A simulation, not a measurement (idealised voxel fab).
process module | voxel self aligned vias
cross-section cut | 140 nm wide | cells 5 nm
A cross-section is a grid of square cells, given in bands from the top down. A band is one or more rows of cells.
Each band's line starts with the height of the band's top and of its bottom, in nm. Then come its materials from left to right, each with its width in nm. One material with "throughout" fills the band from edge to edge. "air" is empty space.
Height 0 is the level under which the wafer as received is all one material. The lowest band goes on downwards, as in "0 down".
A width such as "30 to 40" changes by the same amount from each row of cells to the next, from the band's top row to its bottom row.
"no change" after a step means that no cell of the cross-section changed.
closed voids: empty space of 8 cells or more with no open way to the top, each as width x height at its distance from the left edge, in nm
after a step's settings: what the simulator itself notes on the step
overlay nm, on a step with a mask: how far to the right of its planned place the mask lay; to the left if negative
plan
1 op RECEIVE | material Si
2 op CONFORMAL_DEP | material SiO2 | thk nm 15
3 op CONFORMAL_DEP | material SiCN | thk nm 5
4 op DIRECTIONAL_DEP | material SiO2 | thk nm 30
5 op DIRECTIONAL_DEP | material aC | thk nm 10
6 op PATTERN | tone open | mask id LINES | material resist | width nm 25 | pitch nm 60 | thk nm 30 | overlay nm 0
7 op DIRECTIONAL_ETCH | etch materials aC | depth nm 10
8 op STRIP | etch materials resist
9 op DIRECTIONAL_ETCH | etch materials SiO2 | depth nm 30
10 op STRIP | etch materials aC
11 op CONFORMAL_DEP | material TiN | thk nm 5
12 op FILL_DEP | material W | thk nm 10
13 op CMP | height nm 50
14 op SELECTIVE_ETCH | etch materials W Ru TiN | depth nm 5
15 op FILL_DEP | material SiN | thk nm 10
16 op CMP | height nm 50
17 op DIRECTIONAL_DEP | material SiO2 | thk nm 20
18 op DIRECTIONAL_DEP | material aC | thk nm 15
19 op PATTERN | tone open | mask id VIAS | material resist | width nm 35 | thk nm 35 | overlay nm 0
20 op DIRECTIONAL_ETCH | etch materials aC | depth nm 15
21 op STRIP | etch materials resist
22 op DIRECTIONAL_ETCH | etch materials SiO2 | depth nm 20
23 op DIRECTIONAL_ETCH | etch materials SiN | depth nm 5
24 op STRIP | etch materials aC
25 op CONFORMAL_DEP | material TiN | thk nm 5
26 op FILL_DEP | material Ru | thk nm 10
27 op CMP | height nm 70
28 op CONFORMAL_DEP | material SiN | thk nm 5
varied across the wafers: thk nm of step 28. The plan shows the first wafer's value. All wafers start alike
first wafer as received, after step 1
  0 down: Si throughout
  closed voids: none
first wafer at the end, after step 28
  75 to 70: SiN throughout
  70 to 55: SiO2 20 | TiN 5 | Ru 25 | TiN 5 | SiO2 85
  55 to 50: SiO2 20 | TiN 10 | Ru 15 | TiN 10 | SiO2 85
  50 to 45: SiO2 25 | TiN 25 | SiO2 35 | SiN 25 | SiO2 30
  45 to 25: SiO2 25 | TiN 5 | W 15 | TiN 5 | SiO2 35 | TiN 5 | W 15 | TiN 5 | SiO2 30
  25 to 20: SiO2 25 | TiN 25 | SiO2 35 | TiN 25 | SiO2 30
  20 to 15: SiCN throughout
  15 to 0: SiO2 throughout
  0 down: Si throughout
  closed voids: none
last wafer at the end
  90 to 70: SiN throughout
  70 to 55: SiO2 20 | TiN 5 | Ru 25 | TiN 5 | SiO2 85
  55 to 50: SiO2 20 | TiN 10 | Ru 15 | TiN 10 | SiO2 85
  50 to 45: SiO2 25 | TiN 25 | SiO2 35 | SiN 25 | SiO2 30
  45 to 25: SiO2 25 | TiN 5 | W 15 | TiN 5 | SiO2 35 | TiN 5 | W 15 | TiN 5 | SiO2 30
  25 to 20: SiO2 25 | TiN 25 | SiO2 35 | TiN 25 | SiO2 30
  20 to 15: SiCN throughout
  15 to 0: SiO2 throughout
  0 down: Si throughout
  closed voids: none
each wafer at the end: cells of each material gained (+) or lost (-) since it was received, then its closed voids
thk nm 5 | +18 Ru | +28 SiCN | +33 SiN | +276 SiO2 | +41 TiN | +24 W | closed voids: none
thk nm 10 | +18 Ru | +28 SiCN | +61 SiN | +276 SiO2 | +41 TiN | +24 W | closed voids: none
thk nm 15 | +18 Ru | +28 SiCN | +89 SiN | +276 SiO2 | +41 TiN | +24 W | closed voids: none
thk nm 20 | +18 Ru | +28 SiCN | +117 SiN | +276 SiO2 | +41 TiN | +24 W | closed voids: none
